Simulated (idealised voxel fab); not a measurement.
Process module heading - voxel wiring stack
We display cut, a cross-section 255 nm in width whose square cells are each 5 nm.
Each cross-section below is a grid of square cells, stated as bands in top-down order, with one or more rows of cells making up each band.
What a band's entry tells you: where the top is and where the bottom is, as heights in nm, and after that what lies inside, material by material from left to right, each with its width in nm. Empty space is written as the word "empty", and a single material marked with the word "full width" occupies the band from edge to edge.
Height 0 is the level under which the wafer as received is all one material. The lowest band goes on downwards, as in "0..down".
The notation "30 to 40" denotes a width that varies across the rows of cells in the band, beginning at the first number in the top row, finishing at the second number in the bottom row, and changing by an identical amount from each row to the next.
"stayed the same" -> step changed no cross-section cell.
So "Enclosed void catalog" is basically the list of trapped voids: any empty space of 8 cells or more that can't reach the top through an opening. They're written width x height at distance, the distance being from the left edge, and it's all nm.
If you see something after the settings on a step's line, that's the simulator's own remark about that step.
overlay nm: for a step with a mask, the amount by which the mask lay right of where it was planned; a negative amount means left of it.
**Set out below are the planned steps of the process**
1,RECEIVE with material Si
2,CONFORMAL_DEP with material SiO2, thk nm 10
3,CONFORMAL_DEP with material SiCN, thk nm 5
4,DIRECTIONAL_DEP with material SiO2, thk nm 20
5,MASKED_ETCH with tone open, mask id METAL_1, width nm 25, pitch nm 55, etch materials SiO2, depth nm 20, overlay nm 0
6,MASKED_ETCH with tone open, mask id METAL_1, width nm 25, pitch nm 55, etch materials SiCN, depth nm 5, overlay nm 0
7,CONFORMAL_DEP with material TiN, thk nm 5
8,FILL_DEP with material W, thk nm 5
9,CMP with height nm 35
10,EPI with material Ru, thk nm 5
11,FILL_DEP with material SiCN, thk nm 5
12,DIRECTIONAL_DEP with material lowk, thk nm 25
13,DIRECTIONAL_DEP with material aC, thk nm 10
14,PATTERN with tone open, mask id METAL_2_HOLES, material resist, width nm 15, pitch nm 55, thk nm 30, overlay nm 0
15,DIRECTIONAL_ETCH with etch materials aC, depth nm 10
16,STRIP with etch materials resist
17,DIRECTIONAL_ETCH with etch materials lowk, depth nm 25
18,STRIP with etch materials aC
19,PATTERN with tone open, mask id METAL_2, material resist, width nm 15, pitch nm 55, thk nm 20, overlay nm 0
20,DIRECTIONAL_ETCH with etch materials lowk, depth nm 15
21,DIRECTIONAL_ETCH with etch materials SiCN, depth nm 5
22,STRIP with etch materials resist
23,CONFORMAL_DEP with material TiN, thk nm 5
24,FILL_DEP with material Ru, thk nm 10
25,CMP with height nm 70
26,CONFORMAL_DEP with material SiCN, thk nm 5
27,DIRECTIONAL_DEP with material lowk, thk nm 25
28,DIRECTIONAL_DEP with material aC, thk nm 15
29,PATTERN with tone open, mask id METAL_3, material resist, width nm 25, pitch nm 55, thk nm 30, overlay nm 0
30,DIRECTIONAL_ETCH with etch materials aC, depth nm 15
31,STRIP with etch materials resist
32,DIRECTIONAL_ETCH with etch materials lowk, depth nm 15
33,STRIP with etch materials aC
34,PATTERN with tone open, mask id METAL_3_HOLES, material resist, width nm 15, pitch nm 55, thk nm 20, overlay nm 0
35,DIRECTIONAL_ETCH with etch materials lowk, depth nm 10
36,DIRECTIONAL_ETCH with etch materials SiCN, depth nm 5
37,STRIP with etch materials resist
38,CONFORMAL_DEP with material TiN, thk nm 5
39,FILL_DEP with material Cu, thk nm 10
40,CMP with height nm 100
41,CONFORMAL_DEP with material SiN, thk nm 5
All wafers enter the flow in the same state. The width nm at step 19 differs from wafer to wafer, and the plan gives the value for the first wafer.
**The first of several wafers, as received after step 1, seen in section**
	0..down: Si full width
	Enclosed void catalog: none
**Tabulated below, wafer by wafer, are the end-of-module results: for each material, the number of cells gained (+) or lost (-) relative to the as-received state, followed by the closed voids**
width nm 15 | +27 Cu | +39 Ru | +153 SiCN | +51 SiN | +246 SiO2 | +126 TiN | +36 W | +393 lowk | Enclosed void catalog: none
width nm 20 | +27 Cu | +45 Ru | +153 SiCN | +51 SiN | +246 SiO2 | +129 TiN | +36 W | +384 lowk | Enclosed void catalog: none
width nm 25 | +27 Cu | +48 Ru | +150 SiCN | +51 SiN | +246 SiO2 | +129 TiN | +36 W | +384 lowk | Enclosed void catalog: none
width nm 30 | +27 Cu | +54 Ru | +150 SiCN | +51 SiN | +246 SiO2 | +132 TiN | +36 W | +375 lowk | Enclosed void catalog: none
width nm 35 | +27 Cu | +60 Ru | +150 SiCN | +51 SiN | +246 SiO2 | +135 TiN | +36 W | +366 lowk | Enclosed void catalog: none
width nm 40 | +27 Cu | +66 Ru | +150 SiCN | +51 SiN | +246 SiO2 | +138 TiN | +36 W | +357 lowk | Enclosed void catalog: none
